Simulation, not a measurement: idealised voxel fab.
process module | voxel transistor to metal
cross-section cut | 180 nm wide | cells 5 nm
A cross-section is a grid of square cells, given in bands from the top down. A band is one or more rows of cells.
Each band's line starts with the height of the band's top and of its bottom, in nm. Then come its materials from left to right, each with its width in nm. One material with "throughout" fills the band from edge to edge. "air" is empty space.
Height 0 is the level under which the wafer as received is all one material. The lowest band goes on downwards, as in "0 down".
A width such as "30 to 40" changes by the same amount from each row of cells to the next, from the band's top row to its bottom row.
"no change" after a step means that no cell of the cross-section changed.
closed voids: empty space of 8 cells or more with no open way to the top, each as width x height at its distance from the left edge, in nm
after a step's settings: what the simulator itself notes on the step
overlay nm, on a step with a mask: how far to the right of its planned place the mask lay; to the left if negative
plan
1 op RECEIVE | material Si
2 op OXIDIZE | depth nm 5
3 op CONFORMAL_DEP | material SiN | thk nm 10
4 op DIRECTIONAL_DEP | material aC | thk nm 15
5 op PATTERN | tone cover | mask id ACTIVE | material resist | width nm 125 | thk nm 35 | overlay nm 0
6 op DIRECTIONAL_ETCH | etch materials aC | depth nm 15
7 op STRIP | etch materials resist
8 op DIRECTIONAL_ETCH | etch materials SiN | depth nm 10
9 op DIRECTIONAL_ETCH | etch materials SiO2 | depth nm 5
10 op DIRECTIONAL_ETCH | etch materials Si | depth nm 35
11 op STRIP | etch materials aC
12 op OXIDIZE | depth nm 5
13 op FILL_DEP | material SiO2 | thk nm 5
14 op CMP | height nm 10
15 op SELECTIVE_ETCH | etch materials SiO2 | depth nm 5
16 op STRIP | etch materials SiN
17 op SELECTIVE_ETCH | etch materials SiO2 | depth nm 5
18 op OXIDIZE | depth nm 5
19 op DIRECTIONAL_DEP | material polySi | thk nm 25
20 op DIRECTIONAL_DEP | material SiCN | thk nm 15
21 op DIRECTIONAL_DEP | material aC | thk nm 10
22 op PATTERN | tone cover | mask id GATE | material resist | width nm 35 | thk nm 30 | overlay nm 0
23 op DIRECTIONAL_ETCH | etch materials aC | depth nm 10
24 op STRIP | etch materials resist
25 op DIRECTIONAL_ETCH | etch materials SiCN | depth nm 25
26 op DIRECTIONAL_ETCH | etch materials polySi | depth nm 35
27 op STRIP | etch materials aC
28 op CONFORMAL_DEP | material SiN | thk nm 5
29 op DIRECTIONAL_ETCH | etch materials SiN | depth nm 5
30 op DIRECTIONAL_ETCH | etch materials SiO2 | depth nm 5
31 op DIRECTIONAL_ETCH | etch materials Si | depth nm 5
32 op EPI | material pSi | thk nm 10
33 op FILL_DEP | material SiO2 | thk nm 10
34 op CMP | height nm 20
35 op STRIP | etch materials polySi
36 op SELECTIVE_ETCH | etch materials SiO2 | depth nm 5
37 op CONFORMAL_DEP | material HfO2 | thk nm 5
38 op CONFORMAL_DEP | material TiN | thk nm 5
39 op FILL_DEP | material W | thk nm 10
40 op CMP | height nm 15
41 op DIRECTIONAL_DEP | material SiO2 | thk nm 10
42 op MASKED_ETCH | tone open | mask id CONTACT | width nm 15 | pitch nm 90 | etch materials SiO2 | depth nm 30 | overlay nm 0
43 op CONFORMAL_DEP | material TiN | thk nm 5
44 op FILL_DEP | material W | thk nm 5
45 op CMP | height nm 25
46 op CONFORMAL_DEP | material SiN | thk nm 5
47 op DIRECTIONAL_DEP | material lowk | thk nm 20
48 op PATTERN | tone open | mask id METAL_1 | material resist | width nm 15 | pitch nm 90 | thk nm 15 | overlay nm 0
49 op DIRECTIONAL_ETCH | etch materials lowk | depth nm 20
50 op DIRECTIONAL_ETCH | etch materials SiN | depth nm 5
51 op STRIP | etch materials resist
52 op CONFORMAL_DEP | material TiN | thk nm 5
53 op FILL_DEP | material Cu | thk nm 5
54 op CMP | height nm 50
55 op EPI | material Ru | thk nm 5
56 op FILL_DEP | material SiCN | thk nm 5
varied across the wafers: width nm of step 42. The plan shows the first wafer's value. All wafers start alike
first wafer as received, after step 1
  0 down: Si throughout
  closed voids: none
each wafer at the end: cells of each material gained (+) or lost (-) since it was received, then its closed voids
width nm 15 | +8 Cu | +17 HfO2 | +10 Ru | -177 Si | +62 SiCN | +40 SiN | +240 SiO2 | +59 TiN | +19 W | +120 lowk | +34 pSi | closed voids: none
width nm 20 | +8 Cu | +17 HfO2 | +10 Ru | -177 Si | +62 SiCN | +40 SiN | +228 SiO2 | +61 TiN | +29 W | +120 lowk | +34 pSi | closed voids: none
width nm 25 | +8 Cu | +17 HfO2 | +10 Ru | -177 Si | +62 SiCN | +40 SiN | +216 SiO2 | +63 TiN | +39 W | +120 lowk | +34 pSi | closed voids: none
width nm 30 | +8 Cu | +17 HfO2 | +10 Ru | -177 Si | +62 SiCN | +40 SiN | +205 SiO2 | +65 TiN | +48 W | +120 lowk | +34 pSi | closed voids: none
